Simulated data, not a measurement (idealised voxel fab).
The document below concerns the process module designated voxel air gaps.
Xsec cut, 285 nm wide, square cell size 5 nm.
Cross-section format: a grid of square cells, given as bands from top to bottom; each band is one or more rows of cells.
Quick guide to a band line: top height, bottom height (nm) up front; then every material left to right with its width in nm. Only one material and it's marked "all across"? Then it fills the band edge to edge. And "empty" just means empty space.
We count height from 0. Below that, the starting wafer is all one material. The lowest band never ends at the bottom but goes on down; see "from 0 down" for how that is written.
Quick explanation for "30 to 40": the width changes in equal steps down the rows of cells, from the first number in the band's top row to the second number in its bottom row.
No cell of the cross-section changed in a step that is given as "same as before".
Basically, "Closed internal cavities" tells you about the enclosed voids: empty spaces with no open way to the top, 8 cells or bigger, each written width x height at distance, where distance is from the left edge, all in nm.
Where a step's line continues beyond its settings, the continuation is a remark by the simulator itself on that step.
overlay nm: for a step with a mask, the amount by which the mask lay right of where it was planned; a negative amount means left of it.
-- Set out below are the planned steps of the process
1 RECEIVE with material Si
2 CONFORMAL_DEP with material SiO2, thk nm 15
3 CONFORMAL_DEP with material SiN, thk nm 5
4 DIRECTIONAL_DEP with material SiO2, thk nm 35
5 PATTERN with tone open, mask id LINES, material resist, width nm 15, pitch nm 50, thk nm 20, overlay nm 0
6 DIRECTIONAL_ETCH with etch materials SiO2, depth nm 35
7 STRIP with etch materials resist
8 CONFORMAL_DEP with material TiN, thk nm 5
9 FILL_DEP with material W, thk nm 5
10 CMP with height nm 55
11 EPI with material Ru, thk nm 10
12 SELECTIVE_ETCH with etch materials SiO2, depth nm 45
13 CONFORMAL_DEP with material SiCN, thk nm 5
Where the wafers of this document differ is in the width nm of step 5; they start out the same, and the plan states the value that applied to the first wafer.
-- First of several wafers (as received, post step 1), cross-sectional view
> from 0 down: Si all across
> Closed internal cavities: none
-- Post step 13, the closing step of the module: first of several wafers, cross-sectioned
> from 70 to 65: empty 70; SiCN 45; empty 5; SiCN 45; empty 5; SiCN 45; empty 70
> from 65 to 55: empty 70; SiCN 5; Ru 35; SiCN 5; empty 5; SiCN 5; Ru 35; SiCN 5; empty 5; SiCN 5; Ru 35; SiCN 5; empty 70
> from 55 to 50: empty 70; SiCN 15; TiN 5; W 5; TiN 5; SiCN 15; empty 5; SiCN 15; TiN 5; W 5; TiN 5; SiCN 15; empty 5; SiCN 15; TiN 5; W 5; TiN 5; SiCN 15; empty 70
> from 50 to 25: empty 80; SiCN 5; TiN 5; W 5; TiN 5; SiCN 5; empty 25; SiCN 5; TiN 5; W 5; TiN 5; SiCN 5; empty 25; SiCN 5; TiN 5; W 5; TiN 5; SiCN 5; empty 80
> from 25 to 20: SiCN 85; TiN 15; SiCN 35; TiN 15; SiCN 35; TiN 15; SiCN 85
> from 20 to 15: SiN all across
> from 15 to 0: SiO2 all across
> from 0 down: Si all across
> Closed internal cavities: none
-- Final wafer of several, shown in cross-section at the end of the module
> from 70 to 65: empty 60; SiCN 165; empty 60
> from 65 to 55: empty 60; SiCN 5; Ru 155; SiCN 5; empty 60
> from 55 to 50: empty 60; SiCN 15; TiN 5; W 25; TiN 5; SiO2 15; TiN 5; W 25; TiN 5; SiO2 15; TiN 5; W 25; TiN 5; SiCN 15; empty 60
> from 50 to 25: empty 70; SiCN 5; TiN 5; W 25; TiN 5; SiO2 15; TiN 5; W 25; TiN 5; SiO2 15; TiN 5; W 25; TiN 5; SiCN 5; empty 70
> from 25 to 20: SiCN 75; TiN 35; SiO2 15; TiN 35; SiO2 15; TiN 35; SiCN 75
> from 20 to 15: SiN all across
> from 15 to 0: SiO2 all across
> from 0 down: Si all across
> Closed internal cavities: none
-- Basically each wafer gets a line in the table, showing it at the end of the module: material by material, the cells it gained (+) or lost (-) since we got it, then its closed voids
width nm 15 | +42 Ru | +135 SiCN | +57 SiN | +171 SiO2 | +45 TiN | +18 W | Closed internal cavities: none
width nm 20 | +48 Ru | +135 SiCN | +57 SiN | +171 SiO2 | +48 TiN | +36 W | Closed internal cavities: 20 x 25 at 110; 20 x 25 at 160
width nm 25 | +54 Ru | +127 SiCN | +57 SiN | +171 SiO2 | +51 TiN | +54 W | Closed internal cavities: 15 x 25 at 110; 15 x 25 at 160
width nm 30 | +60 Ru | +83 SiCN | +57 SiN | +227 SiO2 | +54 TiN | +72 W | Closed internal cavities: none
width nm 35 | +62 Ru | +83 SiCN | +57 SiN | +213 SiO2 | +57 TiN | +90 W | Closed internal cavities: none
